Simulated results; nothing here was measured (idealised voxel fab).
Documented hereafter: the process module known as voxel transistor to metal.
cross-section cut | 205 nm wide | cells 5 nm
Just so we're on the same page, the cross-sections are grids of square cells, and they're listed out in bands top to bottom, each band one or more rows deep.
The band entry comprises the height of the band's top followed by the height of its bottom, expressed in nm, and subsequently the band's materials from left to right, each stated together with its width in nm. Where a single material is marked with the word "edge to edge", that material fills the band from edge to edge. The word "empty" represents empty space.
Convention: height 0 is the level below which the wafer, as received, is all one material. The lowest band does not terminate at the bottom but continues downward, represented as "top 0, no bottom".
Top row gets the first number, bottom row gets the second, and each row in between changes by the same step: that is how a band width like "30..40" works.
A step reported as "same as before" is a step in which no cell of the cross-section changed.
The list in "Internal closed voids" covers empty spaces of 8 cells or more that cannot reach the top through any open way, and it gives each as width x height at distance; the distance is from the left edge, and width, height and distance are in nm.
On a step's line, text after the settings is the simulator commenting on that step.
overlay nm: step with mask; distance mask lay right of planned place; negative value = left of planned place.
From here on the document is pairs. In a pair, the cross-section before one process step comes with the cross-section after it, and the latter goes no deeper than the lowest band that changed. What lies in between, the step and its settings, is written under the pair. A pair may be from a different run of this module on the same starting wafer than the pair above it, so it continues from that pair only where its entry headed "Prior state" says so.

# Prior state
    top 25, bottom 10: 40 empty | 120 resist | 45 empty
    top 10, bottom 0: 40 empty | 120 SiN | 45 empty
    top 0, bottom -5: 40 empty | 120 SiO2 | 45 empty
    top -5, no bottom: Si edge to edge
    Internal closed voids: none

# Section After Processing
    top 25, bottom 10: 40 empty | 120 resist | 45 empty
    top 10, bottom 0: 40 empty | 120 SiN | 45 empty
    top 0, bottom -5: 40 empty | 120 SiO2 | 45 empty
    top -5, bottom -40: 40 empty | 120 Si | 45 empty
    Below -40, the layers are the same as they were.
    Internal closed voids: none
In between the cross-sections above, the run called for DIRECTIONAL_ETCH (etch materials Si; depth nm 35)

Prior state: as shown after the step in the preceding pair, directly above.

# Section After Processing
    top 10, bottom 0: 40 empty | 120 SiN | 45 empty
    Below 0, the layers are the same as they were.
    Internal closed voids: none
In between the cross-sections above, the run called for STRIP (etch materials resist)

Prior state: as shown after the step in the preceding pair, directly above.

# Section After Processing
    top 10, bottom 0: 40 empty | 120 SiN | 45 empty
    top 0, bottom -5: 40 empty | 120 SiO2 | 45 empty
    top -5, bottom -40: 40 empty | 5 SiO2 | 110 Si | 5 SiO2 | 45 empty
    top -40, bottom -45: 45 SiO2 | 110 Si | 50 SiO2
    Below -45, the layers are the same as they were.
    Internal closed voids: none
In between the cross-sections above, the run called for OXIDIZE (depth nm 5)

Prior state: as shown after the step in the preceding pair, directly above.

# Section After Processing
    top 25, bottom 10: SiO2 edge to edge
    top 10, bottom 0: 40 SiO2 | 120 SiN | 45 SiO2
    top 0, bottom -5: SiO2 edge to edge
    top -5, bottom -45: 45 SiO2 | 110 Si | 50 SiO2
    Below -45, the layers are the same as they were.
    Internal closed voids: none
In between the cross-sections above, the run called for FILL_DEP (material SiO2; thk nm 15)

Prior state: as shown after the step in the preceding pair, directly above.

# Section After Processing
    top 10, bottom 0: 40 SiO2 | 120 SiN | 45 SiO2
    Below 0, the layers are the same as they were.
    Internal closed voids: none
In between the cross-sections above, the run called for CMP (height nm 10)

Prior state: as shown after the step in the preceding pair, directly above.

# Section After Processing
    top 10, bottom 0: 40 empty | 120 SiN | 45 empty
    Below 0, the layers are the same as they were.
    Internal closed voids: none
In between the cross-sections above, the run called for SELECTIVE_ETCH (etch materials SiO2; depth nm 10)

Prior state: as shown after the step in the preceding pair, directly above.

# Section After Processing
    top 0, bottom -5: SiO2 edge to edge
    Below -5, the layers are the same as they were.
    Internal closed voids: none
In between the cross-sections above, the run called for STRIP (etch materials SiN)

Prior state: as shown after the step in the preceding pair, directly above.

# Section After Processing
    top -5, bottom -45: 45 SiO2 | 110 Si | 50 SiO2
    Below -45, the layers are the same as they were.
    Internal closed voids: none
In between the cross-sections above, the run called for SELECTIVE_ETCH (etch materials SiO2; depth nm 5)

Prior state: as shown after the step in the preceding pair, directly above.

# Section After Processing
    top -5, bottom -10: SiO2 edge to edge
    Below -10, the layers are the same as they were.
    Internal closed voids: none
In between the cross-sections above, the run called for OXIDIZE (depth nm 5)

Prior state: as shown after the step in the preceding pair, directly above.

# Section After Processing
    top 20, bottom -5: polySi edge to edge
    Below -5, the layers are the same as they were.
    Internal closed voids: none
In between the cross-sections above, the run called for DIRECTIONAL_DEP (material polySi; thk nm 25)

Prior state: as shown after the step in the preceding pair, directly above.

# Section After Processing
    top 35, bottom 20: SiCN edge to edge
    Below 20, the layers are the same as they were.
    Internal closed voids: none
In between the cross-sections above, the run called for DIRECTIONAL_DEP (material SiCN; thk nm 15)

Prior state: as shown after the step in the preceding pair, directly above.

# Section After Processing
    top 35, bottom 20: 90 empty | 20 SiCN | 95 empty
    Below 20, the layers are the same as they were.
    Internal closed voids: none
In between the cross-sections above, the run called for MASKED_ETCH (tone cover; mask id GATE; width nm 20; etch materials SiCN; depth nm 25; overlay nm 0)

Prior state: as shown after the step in the preceding pair, directly above.

# Section After Processing
    top 35, bottom 20: 90 empty | 20 SiCN | 95 empty
    top 20, bottom -5: 90 empty | 20 polySi | 95 empty
    Below -5, the layers are the same as they were.
    Internal closed voids: none
In between the cross-sections above, the run called for MASKED_ETCH (tone cover; mask id GATE; width nm 20; etch materials polySi; depth nm 35; overlay nm 0)

Prior state: as shown after the step in the preceding pair, directly above.

# Section After Processing
    top 40, bottom 35: 85 empty | 30 SiN | 90 empty
    top 35, bottom 20: 85 empty | 5 SiN | 20 SiCN | 5 SiN | 90 empty
    top 20, bottom 0: 85 empty | 5 SiN | 20 polySi | 5 SiN | 90 empty
    top 0, bottom -5: 90 SiN | 20 polySi | 95 SiN
    Below -5, the layers are the same as they were.
    Internal closed voids: none
In between the cross-sections above, the run called for CONFORMAL_DEP (material SiN; thk nm 5)

Prior state: as shown after the step in the preceding pair, directly above.

# Section After Processing
    top 35, bottom 20: 85 empty | 5 SiN | 20 SiCN | 5 SiN | 90 empty
    top 20, bottom -5: 85 empty | 5 SiN | 20 polySi | 5 SiN | 90 empty
    Below -5, the layers are the same as they were.
    Internal closed voids: none
In between the cross-sections above, the run called for DIRECTIONAL_ETCH (etch materials SiN; depth nm 5)

Prior state: as shown after the step in the preceding pair, directly above.

# Section After Processing
    top 35, bottom 20: 85 empty | 5 SiN | 20 SiCN | 5 SiN | 90 empty
    top 20, bottom -5: 85 empty | 5 SiN | 20 polySi | 5 SiN | 90 empty
    top -5, bottom -10: 85 empty | 30 SiO2 | 90 empty
    Below -10, the layers are the same as they were.
    Internal closed voids: none
In between the cross-sections above, the run called for DIRECTIONAL_ETCH (etch materials SiO2; depth nm 5)

Prior state: as shown after the step in the preceding pair, directly above.

# Section After Processing
    top 35, bottom 20: 85 empty | 5 SiN | 20 SiCN | 5 SiN | 90 empty
    top 20, bottom -5: 85 empty | 5 SiN | 20 polySi | 5 SiN | 90 empty
    top -5, bottom -10: 85 empty | 30 SiO2 | 90 empty
    top -10, bottom -15: 45 SiO2 | 40 empty | 30 Si | 40 empty | 50 SiO2
    Below -15, the layers are the same as they were.
    Internal closed voids: none
In between the cross-sections above, the run called for DIRECTIONAL_ETCH (etch materials Si; depth nm 5)

Prior state: as shown after the step in the preceding pair, directly above.

# Section After Processing
    top 35, bottom 20: 85 empty | 5 SiN | 20 SiCN | 5 SiN | 90 empty
    top 20, bottom 0: 85 empty | 5 SiN | 20 polySi | 5 SiN | 90 empty
    top 0, bottom -5: 75 empty | 10 pSi | 5 SiN | 20 polySi | 5 SiN | 10 pSi | 80 empty
    top -5, bottom -10: 40 empty | 45 pSi | 30 SiO2 | 45 pSi | 45 empty
    top -10, bottom -15: 45 SiO2 | 40 pSi | 30 Si | 40 pSi | 50 SiO2
    Below -15, the layers are the same as they were.
    Internal closed voids: none
In between the cross-sections above, the run called for EPI (material pSi; thk nm 10)

Prior state: as shown after the step in the preceding pair, directly above.

# Section After Processing
    top 45, bottom 35: SiO2 edge to edge
    top 35, bottom 20: 85 SiO2 | 5 SiN | 20 SiCN | 5 SiN | 90 SiO2
    top 20, bottom 0: 85 SiO2 | 5 SiN | 20 polySi | 5 SiN | 90 SiO2
    top 0, bottom -5: 75 SiO2 | 10 pSi | 5 SiN | 20 polySi | 5 SiN | 10 pSi | 80 SiO2
    top -5, bottom -10: 40 SiO2 | 45 pSi | 30 SiO2 | 45 pSi | 45 SiO2
    Below -10, the layers are the same as they were.
    Internal closed voids: none
In between the cross-sections above, the run called for FILL_DEP (material SiO2; thk nm 10)

Prior state: as shown after the step in the preceding pair, directly above.

# Section After Processing
    top 35, bottom 20: 85 SiO2 | 5 SiN | 20 SiCN | 5 SiN | 90 SiO2
    Below 20, the layers are the same as they were.
    Internal closed voids: none
In between the cross-sections above, the run called for CMP (height nm 35)

Prior state: as shown after the step in the preceding pair, directly above.

# Section After Processing
    top 45, bottom 35: SiO2 edge to edge
    Below 35, the layers are the same as they were.
    Internal closed voids: none
In between the cross-sections above, the run called for DIRECTIONAL_DEP (material SiO2; thk nm 10)

Prior state: as shown after the step in the preceding pair, directly above.

# Section After Processing
    top 60, bottom 45: aC edge to edge
    Below 45, the layers are the same as they were.
    Internal closed voids: none
In between the cross-sections above, the run called for DIRECTIONAL_DEP (material aC; thk nm 15)

Prior state: as shown after the step in the preceding pair, directly above.

# Section After Processing
    top 90, bottom 60: 55 resist | 15 empty | 60 resist | 15 empty | 60 resist
    Below 60, the layers are the same as they were.
    Internal closed voids: none
In between the cross-sections above, the run called for PATTERN (tone open; mask id CONTACT; material resist; width nm 15; pitch nm 75; thk nm 30; overlay nm 0)

Prior state: as shown after the step in the preceding pair, directly above.

# Section After Processing
    top 75, bottom 60: 55 resist | 15 empty | 60 resist | 15 empty | 60 resist
    top 60, bottom 45: 55 aC | 15 empty | 60 aC | 15 empty | 60 aC
    Below 45, the layers are the same as they were.
    Internal closed voids: none
In between the cross-sections above, the run called for DIRECTIONAL_ETCH (etch materials aC; depth nm 15)

Prior state: as shown after the step in the preceding pair, directly above.

# Section After Processing
    top 60, bottom 45: 55 aC | 15 empty | 60 aC | 15 empty | 60 aC
    Below 45, the layers are the same as they were.
    Internal closed voids: none
In between the cross-sections above, the run called for STRIP (etch materials resist)

Prior state: as shown after the step in the preceding pair, directly above.

# Section After Processing
    top 60, bottom 45: 55 aC | 15 empty | 60 aC | 15 empty | 60 aC
    top 45, bottom 35: 55 SiO2 | 15 empty | 60 SiO2 | 15 empty | 60 SiO2
    top 35, bottom 20: 55 SiO2 | 15 empty | 15 SiO2 | 5 SiN | 20 SiCN | 5 SiN | 15 SiO2 | 15 empty | 60 SiO2
    top 20, bottom 0: 55 SiO2 | 15 empty | 15 SiO2 | 5 SiN | 20 polySi | 5 SiN | 15 SiO2 | 15 empty | 60 SiO2
    top 0, bottom -5: 55 SiO2 | 15 empty | 5 SiO2 | 10 pSi | 5 SiN | 20 polySi | 5 SiN | 10 pSi | 5 SiO2 | 15 empty | 60 SiO2
    Below -5, the layers are the same as they were.
    Internal closed voids: none
In between the cross-sections above, the run called for DIRECTIONAL_ETCH (etch materials SiO2; depth nm 50)

Prior state: as shown after the step in the preceding pair, directly above.

# Section After Processing
    top 45, bottom 35: 55 SiO2 | 15 empty | 60 SiO2 | 15 empty | 60 SiO2
    Below 35, the layers are the same as they were.
    Internal closed voids: none
In between the cross-sections above, the run called for STRIP (etch materials aC)

Prior state: as shown after the step in the preceding pair, directly above.

# Section After Processing
    top 50, bottom 45: 60 TiN | 5 empty | 70 TiN | 5 empty | 65 TiN
    top 45, bottom 35: 55 SiO2 | 5 TiN | 5 empty | 5 TiN | 60 SiO2 | 5 TiN | 5 empty | 5 TiN | 60 SiO2
    top 35, bottom 20: 55 SiO2 | 5 TiN | 5 empty | 5 TiN | 15 SiO2 | 5 SiN | 20 SiCN | 5 SiN | 15 SiO2 | 5 TiN | 5 empty | 5 TiN | 60 SiO2
    top 20, bottom 0: 55 SiO2 | 5 TiN | 5 empty | 5 TiN | 15 SiO2 | 5 SiN | 20 polySi | 5 SiN | 15 SiO2 | 5 TiN | 5 empty | 5 TiN | 60 SiO2
    top 0, bottom -5: 55 SiO2 | 15 TiN | 5 SiO2 | 10 pSi | 5 SiN | 20 polySi | 5 SiN | 10 pSi | 5 SiO2 | 15 TiN | 60 SiO2
    Below -5, the layers are the same as they were.
    Internal closed voids: none
In between the cross-sections above, the run called for CONFORMAL_DEP (material TiN; thk nm 5)

Prior state: as shown after the step in the preceding pair, directly above.

# Section After Processing
    top 55, bottom 50: W edge to edge
    top 50, bottom 45: 60 TiN | 5 W | 70 TiN | 5 W | 65 TiN
    top 45, bottom 35: 55 SiO2 | 5 TiN | 5 W | 5 TiN | 60 SiO2 | 5 TiN | 5 W | 5 TiN | 60 SiO2
    top 35, bottom 20: 55 SiO2 | 5 TiN | 5 W | 5 TiN | 15 SiO2 | 5 SiN | 20 SiCN | 5 SiN | 15 SiO2 | 5 TiN | 5 W | 5 TiN | 60 SiO2
    top 20, bottom 0: 55 SiO2 | 5 TiN | 5 W | 5 TiN | 15 SiO2 | 5 SiN | 20 polySi | 5 SiN | 15 SiO2 | 5 TiN | 5 W | 5 TiN | 60 SiO2
    Below 0, the layers are the same as they were.
    Internal closed voids: none
In between the cross-sections above, the run called for FILL_DEP (material W; thk nm 5)

Prior state: as shown after the step in the preceding pair, directly above.

# Section After Processing
    top 45, bottom 35: 55 SiO2 | 5 TiN | 5 W | 5 TiN | 60 SiO2 | 5 TiN | 5 W | 5 TiN | 60 SiO2
    Below 35, the layers are the same as they were.
    Internal closed voids: none
In between the cross-sections above, the run called for CMP (height nm 45)

Prior state: as shown after the step in the preceding pair, directly above.

# Section After Processing
    top 50, bottom 45: TiN edge to edge
    Below 45, the layers are the same as they were.
    Internal closed voids: none
In between the cross-sections above, the run called for DIRECTIONAL_DEP (material TiN; thk nm 5)

Prior state: as shown after the step in the preceding pair, directly above.

# Section After Processing
    top 75, bottom 50: W edge to edge
    Below 50, the layers are the same as they were.
    Internal closed voids: none
In between the cross-sections above, the run called for DIRECTIONAL_DEP (material W; thk nm 25)

Prior state: as shown after the step in the preceding pair, directly above.

# Section After Processing
    top 90, bottom 75: 55 empty | 15 resist | 60 empty | 15 resist | 60 empty
    Below 75, the layers are the same as they were.
    Internal closed voids: none
In between the cross-sections above, the run called for PATTERN (tone cover; mask id METAL_1; material resist; width nm 15; pitch nm 75; thk nm 15; overlay nm 0)

Prior state: as shown after the step in the preceding pair, directly above.

# Section After Processing
    top 90, bottom 75: 55 empty | 15 resist | 60 empty | 15 resist | 60 empty
    top 75, bottom 50: 55 empty | 15 W | 60 empty | 15 W | 60 empty
    Below 50, the layers are the same as they were.
    Internal closed voids: none
In between the cross-sections above, the run called for DIRECTIONAL_ETCH (etch materials W; depth nm 25)

Prior state: as shown after the step in the preceding pair, directly above.

# Section After Processing
    top 90, bottom 75: 55 empty | 15 resist | 60 empty | 15 resist | 60 empty
    top 75, bottom 50: 55 empty | 15 W | 60 empty | 15 W | 60 empty
    top 50, bottom 45: 55 empty | 15 TiN | 60 empty | 15 TiN | 60 empty
    Below 45, the layers are the same as they were.
    Internal closed voids: none
In between the cross-sections above, the run called for DIRECTIONAL_ETCH (etch materials TiN; depth nm 5)

Prior state: as shown after the step in the preceding pair, directly above.

# Section After Processing
    top 75, bottom 50: 55 empty | 15 W | 60 empty | 15 W | 60 empty
    Below 50, the layers are the same as they were.
    Internal closed voids: none
In between the cross-sections above, the run called for STRIP (etch materials resist)

Prior state: as shown after the step in the preceding pair, directly above.

# Section After Processing
    top 85, bottom 75: lowk edge to edge
    top 75, bottom 50: 55 lowk | 15 W | 60 lowk | 15 W | 60 lowk
    top 50, bottom 45: 55 lowk | 15 TiN | 60 lowk | 15 TiN | 60 lowk
    Below 45, the layers are the same as they were.
    Internal closed voids: none
In between the cross-sections above, the run called for FILL_DEP (material lowk; thk nm 10)

Prior state: as shown after the step in the preceding pair, directly above.

# Section After Processing
    top 75, bottom 50: 55 lowk | 15 W | 60 lowk | 15 W | 60 lowk
    Below 50, the layers are the same as they were.
    Internal closed voids: none
In between the cross-sections above, the run called for CMP (height nm 75)

Prior state: as shown after the step in the preceding pair, directly above.

# Section After Processing
    top 80, bottom 75: SiCN edge to edge
    Below 75, the layers are the same as they were.
    Internal closed voids: none
In between the cross-sections above, the run called for CONFORMAL_DEP (material SiCN; thk nm 5)

Prior state: as shown after the step in the preceding pair, directly above.

# Section After Processing
    top 115, bottom 80: lowk edge to edge
    Below 80, the layers are the same as they were.
    Internal closed voids: none
In between the cross-sections above, the run called for DIRECTIONAL_DEP (material lowk; thk nm 35)

Prior state: as shown after the step in the preceding pair, directly above.

# Section After Processing
    top 115, bottom 95: 55 lowk | 15 empty | 60 lowk | 15 empty | 60 lowk
    Below 95, the layers are the same as they were.
    Internal closed voids: none
In between the cross-sections above, the run called for MASKED_ETCH (tone open; mask id METAL_2; width nm 15; pitch nm 75; etch materials lowk; depth nm 20; overlay nm 0)

Prior state: as shown after the step in the preceding pair, directly above.

# Section After Processing
    top 115, bottom 80: 55 lowk | 15 empty | 60 lowk | 15 empty | 60 lowk
    Below 80, the layers are the same as they were.
    Internal closed voids: none
In between the cross-sections above, the run called for MASKED_ETCH (tone open; mask id METAL_2_HOLES; width nm 15; pitch nm 75; etch materials lowk; depth nm 15; overlay nm 0)

Prior state: as shown after the step in the preceding pair, directly above.

# Section After Processing
    top 115, bottom 80: 55 lowk | 15 empty | 60 lowk | 15 empty | 60 lowk
    top 80, bottom 75: 55 SiCN | 15 empty | 60 SiCN | 15 empty | 60 SiCN
    Below 75, the layers are the same as they were.
    Internal closed voids: none
In between the cross-sections above, the run called for MASKED_ETCH (tone open; mask id METAL_2_HOLES; width nm 15; pitch nm 75; etch materials SiCN; depth nm 5; overlay nm 0)

Prior state: as shown after the step in the preceding pair, directly above.

# Section After Processing
    top 120, bottom 115: 60 TiN | 5 empty | 70 TiN | 5 empty | 65 TiN
    top 115, bottom 80: 55 lowk | 5 TiN | 5 empty | 5 TiN | 60 lowk | 5 TiN | 5 empty | 5 TiN | 60 lowk
    top 80, bottom 75: 55 SiCN | 15 TiN | 60 SiCN | 15 TiN | 60 SiCN
    Below 75, the layers are the same as they were.
    Internal closed voids: none
In between the cross-sections above, the run called for CONFORMAL_DEP (material TiN; thk nm 5)

Prior state: as shown after the step in the preceding pair, directly above.

# Section After Processing
    top 125, bottom 120: Cu edge to edge
    top 120, bottom 115: 60 TiN | 5 Cu | 70 TiN | 5 Cu | 65 TiN
    top 115, bottom 80: 55 lowk | 5 TiN | 5 Cu | 5 TiN | 60 lowk | 5 TiN | 5 Cu | 5 TiN | 60 lowk
    Below 80, the layers are the same as they were.
    Internal closed voids: none
In between the cross-sections above, the run called for FILL_DEP (material Cu; thk nm 5)

Prior state: as shown after the step in the preceding pair, directly above.

# Section After Processing
    top 115, bottom 80: 55 lowk | 5 TiN | 5 Cu | 5 TiN | 60 lowk | 5 TiN | 5 Cu | 5 TiN | 60 lowk
    Below 80, the layers are the same as they were.
    Internal closed voids: none
In between the cross-sections above, the run called for CMP (height nm 115)

Prior state: as shown after the step in the preceding pair, directly above.

# Section After Processing
    top 120, bottom 115: SiN edge to edge
    Below 115, the layers are the same as they were.
    Internal closed voids: none
In between the cross-sections above, the run called for CONFORMAL_DEP (material SiN; thk nm 5)

# Prior state
    top 115, bottom 95: 55 lowk | 15 empty | 60 lowk | 15 empty | 60 lowk
    top 95, bottom 80: lowk edge to edge
    top 80, bottom 75: SiCN edge to edge
    top 75, bottom 50: 55 lowk | 15 W | 60 lowk | 15 W | 60 lowk
    top 50, bottom 45: 55 lowk | 15 TiN | 60 lowk | 15 TiN | 60 lowk
    top 45, bottom 35: 55 SiO2 | 5 TiN | 5 W | 5 TiN | 60 SiO2 | 5 TiN | 5 W | 5 TiN | 60 SiO2
    top 35, bottom 20: 55 SiO2 | 5 TiN | 5 W | 5 TiN | 15 SiO2 | 5 SiN | 20 SiCN | 5 SiN | 15 SiO2 | 5 TiN | 5 W | 5 TiN | 60 SiO2
    top 20, bottom 0: 55 SiO2 | 5 TiN | 5 W | 5 TiN | 15 SiO2 | 5 SiN | 20 polySi | 5 SiN | 15 SiO2 | 5 TiN | 5 W | 5 TiN | 60 SiO2
    top 0, bottom -5: 55 SiO2 | 15 TiN | 5 SiO2 | 10 pSi | 5 SiN | 20 polySi | 5 SiN | 10 pSi | 5 SiO2 | 15 TiN | 60 SiO2
    top -5, bottom -10: 45 SiO2 | 40 pSi | 30 SiO2 | 40 pSi | 50 SiO2
    top -10, bottom -15: 50 SiO2 | 35 pSi | 30 Si | 35 pSi | 55 SiO2
    top -15, bottom -45: 50 SiO2 | 100 Si | 55 SiO2
    top -45, no bottom: Si edge to edge
    Internal closed voids: none

# Section After Processing
    top 115, bottom 100: 45 lowk | 25 empty | 50 lowk | 25 empty | 60 lowk
    top 100, bottom 95: 55 lowk | 15 empty | 60 lowk | 15 empty | 60 lowk
    top 95, bottom 80: 55 lowk | 5 empty | 70 lowk | 5 empty | 70 lowk
    Below 80, the layers are the same as they were.
    Internal closed voids: none
In between the cross-sections above, the run called for MASKED_ETCH (tone open; mask id METAL_2_HOLES; width nm 15; pitch nm 75; etch materials lowk; depth nm 15; overlay nm -10)

Prior state: as shown after the step in the preceding pair, directly above.

# Section After Processing
    top 115, bottom 100: 45 lowk | 25 empty | 50 lowk | 25 empty | 60 lowk
    top 100, bottom 95: 55 lowk | 15 empty | 60 lowk | 15 empty | 60 lowk
    top 95, bottom 80: 55 lowk | 5 empty | 70 lowk | 5 empty | 70 lowk
    top 80, bottom 75: 55 SiCN | 5 empty | 70 SiCN | 5 empty | 70 SiCN
    Below 75, the layers are the same as they were.
    Internal closed voids: none
In between the cross-sections above, the run called for MASKED_ETCH (tone open; mask id METAL_2_HOLES; width nm 15; pitch nm 75; etch materials SiCN; depth nm 5; overlay nm 0)

Prior state: as shown after the step in the preceding pair, directly above.

# Section After Processing
    top 120, bottom 115: 50 TiN | 15 empty | 60 TiN | 15 empty | 65 TiN
    top 115, bottom 105: 45 lowk | 5 TiN | 15 empty | 5 TiN | 50 lowk | 5 TiN | 15 empty | 5 TiN | 60 lowk
    top 105, bottom 100: 45 lowk | 15 TiN | 5 empty | 5 TiN | 50 lowk | 15 TiN | 5 empty | 5 TiN | 60 lowk
    top 100, bottom 95: 55 lowk | 15 TiN | 60 lowk | 15 TiN | 60 lowk
    top 95, bottom 80: 55 lowk | 5 TiN | 70 lowk | 5 TiN | 70 lowk
    top 80, bottom 75: 55 SiCN | 5 TiN | 70 SiCN | 5 TiN | 70 SiCN
    Below 75, the layers are the same as they were.
    Internal closed voids: none
In between the cross-sections above, the run called for CONFORMAL_DEP (material TiN; thk nm 5)

Prior state: as shown after the step in the preceding pair, directly above.

# Section After Processing
    top 125, bottom 120: Cu edge to edge
    top 120, bottom 115: 50 TiN | 15 Cu | 60 TiN | 15 Cu | 65 TiN
    top 115, bottom 105: 45 lowk | 5 TiN | 15 Cu | 5 TiN | 50 lowk | 5 TiN | 15 Cu | 5 TiN | 60 lowk
    top 105, bottom 100: 45 lowk | 15 TiN | 5 Cu | 5 TiN | 50 lowk | 15 TiN | 5 Cu | 5 TiN | 60 lowk
    Below 100, the layers are the same as they were.
    Internal closed voids: none
In between the cross-sections above, the run called for FILL_DEP (material Cu; thk nm 5)

Prior state: as shown after the step in the preceding pair, directly above.

# Section After Processing
    top 115, bottom 105: 45 lowk | 5 TiN | 15 Cu | 5 TiN | 50 lowk | 5 TiN | 15 Cu | 5 TiN | 60 lowk
    Below 105, the layers are the same as they were.
    Internal closed voids: none
In between the cross-sections above, the run called for CMP (height nm 115)

Prior state: as shown after the step in the preceding pair, directly above.

# Section After Processing
    top 120, bottom 115: SiN edge to edge
    Below 115, the layers are the same as they were.
    Internal closed voids: none
In between the cross-sections above, the run called for CONFORMAL_DEP (material SiN; thk nm 5)

# Prior state
    top 80, bottom 75: SiCN edge to edge
    top 75, bottom 50: 55 lowk | 15 W | 60 lowk | 15 W | 60 lowk
    top 50, bottom 45: 55 lowk | 15 TiN | 60 lowk | 15 TiN | 60 lowk
    top 45, bottom 35: 55 SiO2 | 5 TiN | 5 W | 5 TiN | 60 SiO2 | 5 TiN | 5 W | 5 TiN | 60 SiO2
    top 35, bottom 20: 55 SiO2 | 5 TiN | 5 W | 5 TiN | 15 SiO2 | 5 SiN | 20 SiCN | 5 SiN | 15 SiO2 | 5 TiN | 5 W | 5 TiN | 60 SiO2
    top 20, bottom 0: 55 SiO2 | 5 TiN | 5 W | 5 TiN | 15 SiO2 | 5 SiN | 20 polySi | 5 SiN | 15 SiO2 | 5 TiN | 5 W | 5 TiN | 60 SiO2
    top 0, bottom -5: 55 SiO2 | 15 TiN | 5 SiO2 | 10 pSi | 5 SiN | 20 polySi | 5 SiN | 10 pSi | 5 SiO2 | 15 TiN | 60 SiO2
    top -5, bottom -10: 45 SiO2 | 40 pSi | 30 SiO2 | 40 pSi | 50 SiO2
    top -10, bottom -15: 50 SiO2 | 35 pSi | 30 Si | 35 pSi | 55 SiO2
    top -15, bottom -45: 50 SiO2 | 100 Si | 55 SiO2
    top -45, no bottom: Si edge to edge
    Internal closed voids: none

# Section After Processing
    top 115, bottom 80: W edge to edge
    Below 80, the layers are the same as they were.
    Internal closed voids: none
In between the cross-sections above, the run called for DIRECTIONAL_DEP (material W; thk nm 35)

Prior state: as shown after the step in the preceding pair, directly above.

# Section After Processing
    top 120, bottom 115: TiN edge to edge
    Below 115, the layers are the same as they were.
    Internal closed voids: none
In between the cross-sections above, the run called for CONFORMAL_DEP (material TiN; thk nm 5)

Prior state: as shown after the step in the preceding pair, directly above.

# Section After Processing
    top 125, bottom 120: Cu edge to edge
    Below 120, the layers are the same as they were.
    Internal closed voids: none
In between the cross-sections above, the run called for FILL_DEP (material Cu; thk nm 5)

Prior state: as shown after the step in the preceding pair, directly above.

# Section After Processing
    top 115, bottom 80: W edge to edge
    Below 80, the layers are the same as they were.
    Internal closed voids: none
In between the cross-sections above, the run called for CMP (height nm 115)

Prior state: as shown after the step in the preceding pair, directly above.

# Section After Processing
    top 120, bottom 115: SiN edge to edge
    Below 115, the layers are the same as they were.
    Internal closed voids: none
In between the cross-sections above, the run called for CONFORMAL_DEP (material SiN; thk nm 5)

# Prior state
    top 10, bottom 0: SiN edge to edge
    top 0, bottom -5: SiO2 edge to edge
    top -5, no bottom: Si edge to edge
    Internal closed voids: none

# Section After Processing
    top 25, bottom 10: 45 resist | 110 empty | 50 resist
    Below 10, the layers are the same as they were.
    Internal closed voids: none
In between the cross-sections above, the run called for PATTERN (tone open; mask id ACTIVE; material resist; width nm 110; thk nm 15; overlay nm 0)

Prior state: as shown after the step in the preceding pair, directly above.

# Section After Processing
    top 25, bottom 10: 45 resist | 110 empty | 50 resist
    top 10, bottom 0: 45 SiN | 110 empty | 50 SiN
    Below 0, the layers are the same as they were.
    Internal closed voids: none
In between the cross-sections above, the run called for DIRECTIONAL_ETCH (etch materials SiN; depth nm 10)

Prior state: as shown after the step in the preceding pair, directly above.

# Section After Processing
    top 25, bottom 10: 45 resist | 110 empty | 50 resist
    top 10, bottom 0: 45 SiN | 110 empty | 50 SiN
    top 0, bottom -5: 45 SiO2 | 110 empty | 50 SiO2
    Below -5, the layers are the same as they were.
    Internal closed voids: none
In between the cross-sections above, the run called for DIRECTIONAL_ETCH (etch materials SiO2; depth nm 5)

Prior state: as shown after the step in the preceding pair, directly above.

# Section After Processing
    top 25, bottom 10: 45 resist | 110 empty | 50 resist
    top 10, bottom 0: 45 SiN | 110 empty | 50 SiN
    top 0, bottom -5: 45 SiO2 | 110 empty | 50 SiO2
    top -5, bottom -40: 45 Si | 110 empty | 50 Si
    Below -40, the layers are the same as they were.
    Internal closed voids: none
In between the cross-sections above, the run called for DIRECTIONAL_ETCH (etch materials Si; depth nm 35)

Prior state: as shown after the step in the preceding pair, directly above.

# Section After Processing
    top 10, bottom 0: 45 SiN | 110 empty | 50 SiN
    Below 0, the layers are the same as they were.
    Internal closed voids: none
In between the cross-sections above, the run called for STRIP (etch materials resist)

Prior state: as shown after the step in the preceding pair, directly above.

# Section After Processing
    top 10, bottom 0: 45 SiN | 110 empty | 50 SiN
    top 0, bottom -5: 45 SiO2 | 110 empty | 50 SiO2
    top -5, bottom -40: 40 Si | 5 SiO2 | 110 empty | 5 SiO2 | 45 Si
    top -40, bottom -45: 40 Si | 120 SiO2 | 45 Si
    Below -45, the layers are the same as they were.
    Internal closed voids: none
In between the cross-sections above, the run called for OXIDIZE (depth nm 5)

Prior state: as shown after the step in the preceding pair, directly above.

# Section After Processing
    top 25, bottom 10: SiO2 edge to edge
    top 10, bottom 0: 45 SiN | 110 SiO2 | 50 SiN
    top 0, bottom -5: SiO2 edge to edge
    top -5, bottom -45: 40 Si | 120 SiO2 | 45 Si
    Below -45, the layers are the same as they were.
    Internal closed voids: none
In between the cross-sections above, the run called for FILL_DEP (material SiO2; thk nm 15)

Prior state: as shown after the step in the preceding pair, directly above.

# Section After Processing
    top 10, bottom 0: 45 SiN | 110 SiO2 | 50 SiN
    Below 0, the layers are the same as they were.
    Internal closed voids: none
In between the cross-sections above, the run called for CMP (height nm 10)

Prior state: as shown after the step in the preceding pair, directly above.

# Section After Processing
    top 10, bottom 0: 45 SiN | 110 empty | 50 SiN
    Below 0, the layers are the same as they were.
    Internal closed voids: none
In between the cross-sections above, the run called for SELECTIVE_ETCH (etch materials SiO2; depth nm 10)

Prior state: as shown after the step in the preceding pair, directly above.

# Section After Processing
    top 0, bottom -5: SiO2 edge to edge
    Below -5, the layers are the same as they were.
    Internal closed voids: none
In between the cross-sections above, the run called for STRIP (etch materials SiN)

Prior state: as shown after the step in the preceding pair, directly above.

# Section After Processing
    top -5, bottom -45: 40 Si | 120 SiO2 | 45 Si
    Below -45, the layers are the same as they were.
    Internal closed voids: none
In between the cross-sections above, the run called for SELECTIVE_ETCH (etch materials SiO2; depth nm 5)

Prior state: as shown after the step in the preceding pair, directly above.

# Section After Processing
    top -5, bottom -10: SiO2 edge to edge
    Below -10, the layers are the same as they were.
    Internal closed voids: none
In between the cross-sections above, the run called for OXIDIZE (depth nm 5)
